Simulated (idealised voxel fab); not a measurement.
This is a process module. Its name is voxel wiring stack.
Xsec cut, 205 nm wide, square cell size 5 nm.
A cross-section in this document is a grid of square cells, and it is written down as bands, the top band listed before the ones below it; a band is made up of one or more rows of cells.
For a band, the entry starts with two heights in nm, that of the top and then that of the bottom, and carries on with the band's materials in order from left to right, each alongside its width in nm; the word "edge to edge" beside a single material means it fills the band edge to edge, and "blank" means empty space.
Heads up on the height convention: 0 is the point under which the incoming wafer is all one material, and the lowest band has no bottom, it just keeps going down, like "from 0 down".
A width given as "30..40" starts at the first number in the band's top row and ends at the second number in its bottom row, shifting by an equal amount at every step from row to row.
"nothing altered" for a step: no cell of the cross-section changed in that step.
The entry titled "Unvented cavities" provides the empty spaces that have no open way to the top, restricted to those of 8 cells or more. Each is presented as width x height at distance, the distance being measured from the left edge, with all three in nm.
Past the settings on a step's line: simulator remark, on that step.
overlay nm: how far to the right of its planned place the mask lay on this masked step (negative: to the left).
-- Set out below are the planned steps of the process
1: RECEIVE, material Si
2: CONFORMAL_DEP, material SiO2, thk nm 10
3: DIRECTIONAL_DEP, material TiN, thk nm 5
4: DIRECTIONAL_DEP, material W, thk nm 20
5: DIRECTIONAL_DEP, material aC, thk nm 15
6: PATTERN, tone cover, mask id METAL_1, material resist, width nm 30, pitch nm 50, thk nm 35, overlay nm 0
7: DIRECTIONAL_ETCH, etch materials aC, depth nm 15
8: STRIP, etch materials resist
9: DIRECTIONAL_ETCH, etch materials W, depth nm 20
10: DIRECTIONAL_ETCH, etch materials TiN, depth nm 5
11: STRIP, etch materials aC
12: FILL_DEP, material lowk, thk nm 5
13: CMP, height nm 35
14: CONFORMAL_DEP, material SiCN, thk nm 5
15: DIRECTIONAL_DEP, material lowk, thk nm 25
16: MASKED_ETCH, tone open, mask id METAL_2_HOLES, width nm 15, pitch nm 50, etch materials lowk, depth nm 25, overlay nm 0
17: MASKED_ETCH, tone open, mask id METAL_2, width nm 30, pitch nm 50, etch materials lowk, depth nm 15, overlay nm 0
18: MASKED_ETCH, tone open, mask id METAL_2, width nm 30, pitch nm 50, etch materials SiCN, depth nm 5, overlay nm 0
19: CONFORMAL_DEP, material TiN, thk nm 5
20: FILL_DEP, material Cu, thk nm 5
21: CMP, height nm 65
22: CONFORMAL_DEP, material SiN, thk nm 5
-- Received-state cross-section, reflecting completion of step 1
    from 0 down: Si edge to edge
    Unvented cavities: none
-- The module was run from the start shown above using the plan shown above, but one mistake was made doing it; the resulting wafer cross-section is below
    from 70 to 65: SiN edge to edge
    from 65 to 60: 60 of lowk, then 5 of TiN, then 5 of Cu, then 20 of TiN, then 20 of lowk, then 5 of TiN, then 5 of Cu, then 20 of TiN, then 65 of lowk
    from 60 to 50: 60 of lowk, then 5 of TiN, then 5 of Cu, then 5 of TiN, then 35 of lowk, then 5 of TiN, then 5 of Cu, then 5 of TiN, then 80 of lowk
    from 50 to 45: 60 of SiCN, then 15 of TiN, then 35 of SiCN, then 15 of TiN, then 80 of SiCN
    from 45 to 35: SiCN edge to edge
    from 35 to 15: 60 of lowk, then 30 of W, then 20 of lowk, then 30 of W, then 65 of lowk
    from 15 to 10: 60 of lowk, then 30 of TiN, then 20 of lowk, then 30 of TiN, then 65 of lowk
    from 10 to 0: SiO2 edge to edge
    from 0 down: Si edge to edge
    Unvented cavities: none
Where did the run depart from the plan? step 14: run off-plan, actual operation and settings CONFORMAL_DEP, material SiCN, thk nm 15
